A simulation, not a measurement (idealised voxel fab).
Process module under the name voxel lift off
Square cells of 5 nm make up the cross-section cut, whose width is 285 nm.
Reading order for cross-sections: top band down to bottom band. Underlying form: a grid of square cells. Band size: one or more rows of cells. The band entry comprises the height of the band's top followed by the height of its bottom, expressed in nm, and subsequently the band's materials from left to right, each stated together with its width in nm. Where a single material is marked with the word "throughout", that material fills the band from edge to edge. The word "blank" represents empty space. Beneath 0, the wafer as received is one material, and that level is where height counting begins. The lowest band goes on downward without a bottom; it is written like "from 0 down". Note: "30..40" means the width goes from the first number (top row of the band) to the second number (bottom row) in equal steps per row of cells. Where the words "nothing changed" appear for a step, the cross-section shows no cell changed by that step; every cell remained as before. "Closed void entries": empty spaces of 8 cells or more with no open way to the top, each given as width x height at distance, distance from the left edge, all in nm. Where a step's line continues beyond its settings, the continuation is a remark by the simulator itself on that step. A step line may carry the setting "overlay nm", which, for steps involving a mask, states the distance by which the mask lay to the right of its intended position; negative values denote displacement to the left. Layout of what follows: cross-section pairs, each bracketing one process step, the after cross-section shown only to the lowest band that changed, the step between and its settings noted under each pair. Pairs may originate in different runs of this module on the same starting wafer; a pair continues from the pair above only where its entry headed "Cross-section, before" says so.
Cross-section, before
from 0 down = Si throughout
Closed void entries: none
Post-Step Geometry
from 5 to 0 = SiO2 throughout
Below 0 it's all the same as before, nothing changed down there.
Closed void entries: none
Applied between the two views above: CONFORMAL_DEP: material SiO2, thk nm 5
Cross-section, before: The cross-section prior to this step is the one presented after the step of the pair immediately above.
Post-Step Geometry
from 25 to 5 = 105 of resist; 15 of blank; 15 of resist; 15 of blank; 15 of resist; 15 of blank; 105 of resist
Below 5 it's all the same as before, nothing changed down there.
Closed void entries: none
Applied between the two views above: PATTERN: tone open, mask id LINES, material resist, width nm 15, pitch nm 30, thk nm 20, overlay nm 0
Cross-section, before: The cross-section prior to this step is the one presented after the step of the pair immediately above.
Post-Step Geometry
from 35 to 25 = 105 of Ru; 15 of blank; 15 of Ru; 15 of blank; 15 of Ru; 15 of blank; 105 of Ru
from 25 to 15 = 105 of resist; 15 of blank; 15 of resist; 15 of blank; 15 of resist; 15 of blank; 105 of resist
from 15 to 5 = 105 of resist; 15 of Ru; 15 of resist; 15 of Ru; 15 of resist; 15 of Ru; 105 of resist
Below 5 it's all the same as before, nothing changed down there.
Closed void entries: none
Applied between the two views above: DIRECTIONAL_DEP: material Ru, thk nm 10
Cross-section, before: The cross-section prior to this step is the one presented after the step of the pair immediately above.
Post-Step Geometry
from 15 to 5 = 105 of blank; 15 of Ru; 15 of blank; 15 of Ru; 15 of blank; 15 of Ru; 105 of blank
Below 5 it's all the same as before, nothing changed down there.
Closed void entries: none
Applied between the two views above: STRIP: etch materials resist
Cross-section, before: The cross-section prior to this step is the one presented after the step of the pair immediately above.
Post-Step Geometry
from 20 to 15 = 100 of blank; 25 of SiO2; 5 of blank; 25 of SiO2; 5 of blank; 25 of SiO2; 100 of blank
from 15 to 10 = 100 of blank; 5 of SiO2; 15 of Ru; 5 of SiO2; 5 of blank; 5 of SiO2; 15 of Ru; 5 of SiO2; 5 of blank; 5 of SiO2; 15 of Ru; 5 of SiO2; 100 of blank
from 10 to 5 = 105 of SiO2; 15 of Ru; 15 of SiO2; 15 of Ru; 15 of SiO2; 15 of Ru; 105 of SiO2
Below 5 it's all the same as before, nothing changed down there.
Closed void entries: none
Applied between the two views above: CONFORMAL_DEP: material SiO2, thk nm 5
Cross-section, before
from 0 down = Si throughout
Closed void entries: none
Post-Step Geometry
from 20 to 0 = 105 of resist; 15 of blank; 15 of resist; 15 of blank; 15 of resist; 15 of blank; 105 of resist
Below 0 it's all the same as before, nothing changed down there.
Closed void entries: none
Applied between the two views above: PATTERN: tone open, mask id LINES, material resist, width nm 15, pitch nm 30, thk nm 20, overlay nm 0
Cross-section, before: The cross-section prior to this step is the one presented after the step of the pair immediately above.
Post-Step Geometry
from 30 to 20 = 105 of Ru; 15 of blank; 15 of Ru; 15 of blank; 15 of Ru; 15 of blank; 105 of Ru
from 20 to 10 = 105 of resist; 15 of blank; 15 of resist; 15 of blank; 15 of resist; 15 of blank; 105 of resist
from 10 to 0 = 105 of resist; 15 of Ru; 15 of resist; 15 of Ru; 15 of resist; 15 of Ru; 105 of resist
Below 0 it's all the same as before, nothing changed down there.
Closed void entries: none
Applied between the two views above: DIRECTIONAL_DEP: material Ru, thk nm 10
Cross-section, before: The cross-section prior to this step is the one presented after the step of the pair immediately above.
Post-Step Geometry
from 10 to 0 = 105 of blank; 15 of Ru; 15 of blank; 15 of Ru; 15 of blank; 15 of Ru; 105 of blank
Below 0 it's all the same as before, nothing changed down there.
Closed void entries: none
Applied between the two views above: STRIP: etch materials resist
Cross-section, before: The cross-section prior to this step is the one presented after the step of the pair immediately above.
Post-Step Geometry
from 15 to 10 = 100 of blank; 25 of SiO2; 5 of blank; 25 of SiO2; 5 of blank; 25 of SiO2; 100 of blank
from 10 to 5 = 100 of blank; 5 of SiO2; 15 of Ru; 5 of SiO2; 5 of blank; 5 of SiO2; 15 of Ru; 5 of SiO2; 5 of blank; 5 of SiO2; 15 of Ru; 5 of SiO2; 100 of blank
from 5 to 0 = 105 of SiO2; 15 of Ru; 15 of SiO2; 15 of Ru; 15 of SiO2; 15 of Ru; 105 of SiO2
Below 0 it's all the same as before, nothing changed down there.
Closed void entries: none
Applied between the two views above: CONFORMAL_DEP: material SiO2, thk nm 5
Cross-section, before
from 15 to 5 = 105 of blank; 15 of Ru; 15 of blank; 15 of Ru; 15 of blank; 15 of Ru; 105 of blank
from 5 to 0 = SiO2 throughout
from 0 down = Si throughout
Closed void entries: none
Post-Step Geometry
from 30 to 20 = 90 of blank; 105 of SiO2; 90 of blank
from 20 to 15 = SiO2 throughout
from 15 to 5 = 105 of SiO2; 15 of Ru; 15 of SiO2; 15 of Ru; 15 of SiO2; 15 of Ru; 105 of SiO2
Below 5 it's all the same as before, nothing changed down there.
Closed void entries: none
Applied between the two views above: CONFORMAL_DEP: material SiO2, thk nm 15
Cross-section, before
from 5 to 0 = SiO2 throughout
from 0 down = Si throughout
Closed void entries: none
Post-Step Geometry
from 25 to 5 = 110 of resist; 15 of blank; 15 of resist; 15 of blank; 15 of resist; 15 of blank; 100 of resist
Below 5 it's all the same as before, nothing changed down there.
Closed void entries: none
Applied between the two views above: PATTERN: tone open, mask id LINES, material resist, width nm 15, pitch nm 30, thk nm 20, overlay nm 5
Cross-section, before: The cross-section prior to this step is the one presented after the step of the pair immediately above.
Post-Step Geometry
from 35 to 25 = 110 of Ru; 15 of blank; 15 of Ru; 15 of blank; 15 of Ru; 15 of blank; 100 of Ru
from 25 to 15 = 110 of resist; 15 of blank; 15 of resist; 15 of blank; 15 of resist; 15 of blank; 100 of resist
from 15 to 5 = 110 of resist; 15 of Ru; 15 of resist; 15 of Ru; 15 of resist; 15 of Ru; 100 of resist
Below 5 it's all the same as before, nothing changed down there.
Closed void entries: none
Applied between the two views above: DIRECTIONAL_DEP: material Ru, thk nm 10
Cross-section, before: The cross-section prior to this step is the one presented after the step of the pair immediately above.
Post-Step Geometry
from 15 to 5 = 110 of blank; 15 of Ru; 15 of blank; 15 of Ru; 15 of blank; 15 of Ru; 100 of blank
Below 5 it's all the same as before, nothing changed down there.
Closed void entries: none
Applied between the two views above: STRIP: etch materials resist
Cross-section, before: The cross-section prior to this step is the one presented after the step of the pair immediately above.
Post-Step Geometry
from 20 to 15 = 105 of blank; 25 of SiO2; 5 of blank; 25 of SiO2; 5 of blank; 25 of SiO2; 95 of blank
from 15 to 10 = 105 of blank; 5 of SiO2; 15 of Ru; 5 of SiO2; 5 of blank; 5 of SiO2; 15 of Ru; 5 of SiO2; 5 of blank; 5 of SiO2; 15 of Ru; 5 of SiO2; 95 of blank
from 10 to 5 = 110 of SiO2; 15 of Ru; 15 of SiO2; 15 of Ru; 15 of SiO2; 15 of Ru; 100 of SiO2
Below 5 it's all the same as before, nothing changed down there.
Closed void entries: none
Applied between the two views above: CONFORMAL_DEP: material SiO2, thk nm 5
Cross-section, before
from 25 to 5 = 105 of resist; 15 of blank; 15 of resist; 15 of blank; 15 of resist; 15 of blank; 105 of resist
from 5 to 0 = SiO2 throughout
from 0 down = Si throughout
Closed void entries: none
Post-Step Geometry
from 35 to 25 = 105 of SiO2; 15 of blank; 15 of SiO2; 15 of blank; 15 of SiO2; 15 of blank; 105 of SiO2
from 25 to 15 = 105 of resist; 15 of blank; 15 of resist; 15 of blank; 15 of resist; 15 of blank; 105 of resist
from 15 to 5 = 105 of resist; 15 of SiO2; 15 of resist; 15 of SiO2; 15 of resist; 15 of SiO2; 105 of resist
Below 5 it's all the same as before, nothing changed down there.
Closed void entries: none
Applied between the two views above: DIRECTIONAL_DEP: material SiO2, thk nm 10
Cross-section, before: The cross-section prior to this step is the one presented after the step of the pair immediately above.
Post-Step Geometry
from 15 to 5 = 105 of blank; 15 of SiO2; 15 of blank; 15 of SiO2; 15 of blank; 15 of SiO2; 105 of blank
Below 5 it's all the same as before, nothing changed down there.
Closed void entries: none
Applied between the two views above: STRIP: etch materials resist
Cross-section, before: The cross-section prior to this step is the one presented after the step of the pair immediately above.
Post-Step Geometry
from 20 to 10 = 100 of blank; 25 of SiO2; 5 of blank; 25 of SiO2; 5 of blank; 25 of SiO2; 100 of blank
from 10 to 0 = SiO2 throughout
Below 0 it's all the same as before, nothing changed down there.
Closed void entries: none
Applied between the two views above: CONFORMAL_DEP: material SiO2, thk nm 5
Cross-section, before
from 5 to 0 = SiO2 throughout
from 0 down = Si throughout
Closed void entries: none
Post-Step Geometry
from 25 to 5 = 105 of blank; 15 of resist; 15 of blank; 15 of resist; 15 of blank; 15 of resist; 105 of blank
Below 5 it's all the same as before, nothing changed down there.
Closed void entries: none
Applied between the two views above: PATTERN: tone cover, mask id LINES, material resist, width nm 15, pitch nm 30, thk nm 20, overlay nm 0
Cross-section, before: The cross-section prior to this step is the one presented after the step of the pair immediately above.
Post-Step Geometry
from 35 to 25 = 105 of blank; 15 of Ru; 15 of blank; 15 of Ru; 15 of blank; 15 of Ru; 105 of blank
from 25 to 15 = 105 of blank; 15 of resist; 15 of blank; 15 of resist; 15 of blank; 15 of resist; 105 of blank
from 15 to 5 = 105 of Ru; 15 of resist; 15 of Ru; 15 of resist; 15 of Ru; 15 of resist; 105 of Ru
Below 5 it's all the same as before, nothing changed down there.
Closed void entries: none
Applied between the two views above: DIRECTIONAL_DEP: material Ru, thk nm 10
Cross-section, before: The cross-section prior to this step is the one presented after the step of the pair immediately above.
Post-Step Geometry
from 15 to 5 = 105 of Ru; 15 of blank; 15 of Ru; 15 of blank; 15 of Ru; 15 of blank; 105 of Ru
Below 5 it's all the same as before, nothing changed down there.
Closed void entries: none
Applied between the two views above: STRIP: etch materials resist
Cross-section, before: The cross-section prior to this step is the one presented after the step of the pair immediately above.
Post-Step Geometry
from 20 to 15 = 110 of SiO2; 5 of blank; 25 of SiO2; 5 of blank; 25 of SiO2; 5 of blank; 110 of SiO2
from 15 to 10 = 105 of Ru; 5 of SiO2; 5 of blank; 5 of SiO2; 15 of Ru; 5 of SiO2; 5 of blank; 5 of SiO2; 15 of Ru; 5 of SiO2; 5 of blank; 5 of SiO2; 105 of Ru
from 10 to 5 = 105 of Ru; 15 of SiO2; 15 of Ru; 15 of SiO2; 15 of Ru; 15 of SiO2; 105 of Ru
Below 5 it's all the same as before, nothing changed down there.
Closed void entries: none
Applied between the two views above: CONFORMAL_DEP: material SiO2, thk nm 5
